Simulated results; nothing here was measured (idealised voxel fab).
This section sets out a process module, namely voxel wiring stack.
Displayed cross-section: cut, width of 215 nm, square cells sized 5 nm.
A cross-section is a grid of square cells, given in bands from the top down. A band is one or more rows of cells. For a band, the entry starts with two heights in nm, that of the top and then that of the bottom, and carries on with the band's materials in order from left to right, each alongside its width in nm; the word "everywhere" beside a single material means it fills the band edge to edge, and "air" means empty space. It should be noted that heights are counted from 0, beneath which the wafer as supplied is of one material throughout, and that the lowest band possesses no lower boundary but continues downward, as written in "0 nm and below". You'd read "30..40" like this: the band's top row of cells is as wide as the first number, its bottom row is as wide as the second, and going down, every row changes width by the same amount as the row before did. You'll sometimes find "nothing was modified" written for a step, and that's the way of saying that nowhere in the cross-section did a cell change during that step. If an empty space has no open way to the top and is at least 8 cells in size, "Fully enclosed voids" lists it, written width x height at distance, where distance is measured from the left edge and every value is in nm. If you see something after the settings on a step's line, that's the simulator's own remark about that step. overlay nm: step with mask; distance mask lay right of planned place; negative value = left of planned place.
-- Steps in the process plan
1. RECEIVE | material Si
2. CONFORMAL_DEP | material SiO2 | thk nm 15
3. CONFORMAL_DEP | material SiN | thk nm 5
4. DIRECTIONAL_DEP | material lowk | thk nm 15
5. MASKED_ETCH | tone open | mask id METAL_1 | width nm 25 | pitch nm 45 | etch materials lowk | depth nm 15 | overlay nm 0
6. MASKED_ETCH | tone open | mask id METAL_1 | width nm 25 | pitch nm 45 | etch materials SiN | depth nm 5 | overlay nm 0
7. CONFORMAL_DEP | material TiN | thk nm 5
8. FILL_DEP | material Cu | thk nm 5
9. CMP | height nm 35
10. CONFORMAL_DEP | material SiCN | thk nm 5
11. DIRECTIONAL_DEP | material SiO2 | thk nm 25
12. DIRECTIONAL_DEP | material aC | thk nm 10
13. PATTERN | tone open | mask id METAL_2_HOLES | material resist | width nm 15 | pitch nm 45 | thk nm 25 | overlay nm 0
14. DIRECTIONAL_ETCH | etch materials aC | depth nm 10
15. STRIP | etch materials resist
16. DIRECTIONAL_ETCH | etch materials SiO2 | depth nm 25
17. STRIP | etch materials aC
18. MASKED_ETCH | tone open | mask id METAL_2 | width nm 25 | pitch nm 45 | etch materials SiO2 | depth nm 15 | overlay nm 0
19. MASKED_ETCH | tone open | mask id METAL_2 | width nm 25 | pitch nm 45 | etch materials SiCN | depth nm 5 | overlay nm 0
20. CONFORMAL_DEP | material TiN | thk nm 5
21. FILL_DEP | material Ru | thk nm 10
22. CMP | height nm 65
23. CONFORMAL_DEP | material SiCN | thk nm 5
24. DIRECTIONAL_DEP | material SiO2 | thk nm 15
25. MASKED_ETCH | tone open | mask id PLUG_2 | width nm 15 | etch materials SiO2 | depth nm 15 | overlay nm 0
26. MASKED_ETCH | tone open | mask id PLUG_2 | width nm 15 | etch materials SiCN | depth nm 5 | overlay nm 0
27. EPI | material Ru | thk nm 10
28. EPI | material Ru | thk nm 10
29. DIRECTIONAL_DEP | material TiN | thk nm 5
30. DIRECTIONAL_DEP | material Ru | thk nm 20
31. DIRECTIONAL_DEP | material aC | thk nm 10
32. PATTERN | tone cover | mask id METAL_3 | material resist | width nm 25 | pitch nm 45 | thk nm 25 | overlay nm 0
33. DIRECTIONAL_ETCH | etch materials aC | depth nm 10
34. STRIP | etch materials resist
35. DIRECTIONAL_ETCH | etch materials Ru | depth nm 20
36. DIRECTIONAL_ETCH | etch materials TiN | depth nm 5
37. STRIP | etch materials aC
38. FILL_DEP | material SiO2 | thk nm 5
39. CMP | height nm 110
40. CONFORMAL_DEP | material SiCN | thk nm 5
41. DIRECTIONAL_DEP | material lowk | thk nm 25
42. MASKED_ETCH | tone open | mask id METAL_4 | width nm 15 | pitch nm 45 | etch materials lowk | depth nm 15 | overlay nm 0
43. DIRECTIONAL_DEP | material aC | thk nm 15
44. PATTERN | tone open | mask id METAL_4_HOLES | material resist | width nm 15 | thk nm 35 | overlay nm 0
45. DIRECTIONAL_ETCH | etch materials aC | depth nm 15
46. STRIP | etch materials resist
47. DIRECTIONAL_ETCH | etch materials lowk | depth nm 10
48. DIRECTIONAL_ETCH | etch materials SiCN | depth nm 5
49. STRIP | etch materials aC
50. CONFORMAL_DEP | material TiN | thk nm 5
51. FILL_DEP | material Cu | thk nm 10
52. CMP | height nm 140
53. CONFORMAL_DEP | material SiCN | thk nm 5
The wafers are alike at the start. At step 42, their width nm differs. The plan lists the first wafer's value.
-- Cross-section: the first of several wafers in its as-received state, i.e. following step 1
- 0 nm and below: Si everywhere
- Fully enclosed voids: none
-- Gained (+) or lost (-) cells of each material since receipt, then closed voids: one row per wafer, at the end of the module
width nm 15; +23 Cu; +70 Ru; +161 SiCN; +33 SiN; +587 SiO2; +83 TiN; +290 lowk; Fully enclosed voids: none
width nm 20; +27 Cu; +70 Ru; +161 SiCN; +33 SiN; +587 SiO2; +85 TiN; +284 lowk; Fully enclosed voids: none
width nm 25; +33 Cu; +70 Ru; +160 SiCN; +33 SiN; +587 SiO2; +86 TiN; +278 lowk; Fully enclosed voids: none
width nm 30; +37 Cu; +70 Ru; +160 SiCN; +33 SiN; +587 SiO2; +88 TiN; +272 lowk; Fully enclosed voids: none
